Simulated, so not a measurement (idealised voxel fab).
The process module presented herein is designated voxel spacer lines.
In the cross-section labelled cut, the width is 225 nm and each square cell is 5 nm.
Just so we're on the same page, the cross-sections are grids of square cells, and they're listed out in bands top to bottom, each band one or more rows deep.
Look at the band entry: it leads with the top's height and the bottom's height in nm. Then it lists the materials left to right, with a width in nm for each. The word "throughout" on a single material says that material fills the band edge to edge. The word "blank" is empty space.
Heights are expressed relative to 0, this being the level below which the as-received wafer comprises one material exclusively. The lowest band is unbounded in the downward direction and is denoted as in "0 nm and below".
The expression "30->40" gives the width at the extremes of the band, the first number at its top row of cells and the second at its bottom row, with the width changing by equal amounts from each row to the next in between.
Any step labelled "identical to before" changed none of the cells in the cross-section.
The list in "Closed void list" covers empty spaces of 8 cells or more that cannot reach the top through any open way, and it gives each as width x height at distance; the distance is from the left edge, and width, height and distance are in nm.
That trailing text on a step's line, after the settings, is the simulator's own remark on the step.
The "overlay nm" setting may appear on a step's line; for a step that uses a mask, it gives how far to the right of its planned position the mask lay, and a negative value indicates the left.

Set out below are the planned steps of the process:
step 1: RECEIVE with material Si
step 2: CONFORMAL_DEP with material SiO2, thk nm 10
step 3: DIRECTIONAL_DEP with material W, thk nm 15
step 4: DIRECTIONAL_DEP with material aC, thk nm 25
step 5: PATTERN with tone cover, mask id MANDREL, material resist, width nm 25, pitch nm 70, thk nm 35, overlay nm 0
step 6: DIRECTIONAL_ETCH with etch materials aC, depth nm 25
step 7: STRIP with etch materials resist
step 8: CONFORMAL_DEP with material SiN, thk nm 10
step 9: DIRECTIONAL_ETCH with etch materials SiN, depth nm 10
step 10: STRIP with etch materials aC
step 11: DIRECTIONAL_ETCH with etch materials W, depth nm 5
step 12: STRIP with etch materials SiN
Keep in mind the plan's value for the depth nm of step 11 comes from the first wafer; the wafers don't share that setting, but they do share the same starting point.

Incoming state of the first of several wafers in cross-section: after step 1:
- 0 nm and below = Si throughout
- Closed void list: none

Per wafer (row), end of module: delta in cells per material since receipt, (+) for gained, (-) for lost; closed voids after that:
depth nm 5 | +90 SiO2 | +102 W | Closed void list: none
depth nm 10 | +90 SiO2 | +69 W | Closed void list: none
depth nm 15 | +90 SiO2 | +36 W | Closed void list: none
depth nm 20 | +90 SiO2 | +36 W | Closed void list: none
depth nm 25 | +90 SiO2 | +36 W | Closed void list: none
depth nm 30 | +90 SiO2 | +36 W | Closed void list: none
